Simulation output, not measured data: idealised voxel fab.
Name of the process module below: voxel released beams
Cross-section cut: width 275 nm, square cells of 5 nm.
When this document writes out a cross-section, it uses a grid of square cells and lists it as bands, beginning at the top and moving down, with a band standing for one or more rows of cells.
This entry defines a band. It first specifies the height of the band's top and the height of its bottom in nm, and then specifies the band's materials from left to right, stating each material with its width in nm. The word "all across" identifies a single material that fills the band from edge to edge, while the word "empty" identifies empty space.
Measure heights from 0. That's the level where, below it, the as-received wafer is all one material. The lowest band is bottomless and extends downward; write it as in "0 nm and below".
The expression "30->40" gives the width at the extremes of the band, the first number at its top row of cells and the second at its bottom row, with the width changing by equal amounts from each row to the next in between.
"everything unchanged" for a step: no cell of the cross-section changed in that step.
Heads up: "Fully closed voids" only lists the empty pockets with no open path to the top that are 8 cells or more, and it writes them as width x height at distance, distance from the left edge, in nm.
What comes after the settings on a step's line is commentary from the simulator itself on that step.
Steps that use a mask can have "overlay nm" on their line. It says how far the mask sat to the right of where it was meant to be. Negative means to the left.

[These are the steps we planned for the process]
1. RECEIVE,material Si
2. CONFORMAL_DEP,material Al2O3,thk nm 10
3. DIRECTIONAL_DEP,material SiO2,thk nm 15
4. MASKED_ETCH,tone open,mask id ANCHOR,width nm 25,etch materials SiO2,depth nm 15,overlay nm 0
5. CONFORMAL_DEP,material SiN,thk nm 10
6. MASKED_ETCH,tone cover,mask id BEAM,width nm 105,etch materials SiN,depth nm 10,overlay nm 0
7. STRIP,etch materials SiO2

[as received, after step 1]
	0 nm and below: Si all across
	Fully closed voids: none

[This is how the wafer looks in cross-section once the module is done, given the starting state and plan above and one mistake in carrying the plan out]
	35 nm to 25 nm: empty 80 nm, SiN 20 nm, empty 5 nm, SiN 80 nm, empty 90 nm
	25 nm to 20 nm: empty 90 nm, SiN 10 nm, empty 5 nm, SiN 10 nm, empty 160 nm
	20 nm to 10 nm: empty 90 nm, SiN 25 nm, empty 160 nm
	10 nm to 0 nm: Al2O3 all across
	0 nm and below: Si all across
	Fully closed voids: none
Plan not followed: step 4 changed vs plan, executed as MASKED_ETCH,tone open,mask id ANCHOR,width nm 25,etch materials SiO2,depth nm 15,overlay nm 5
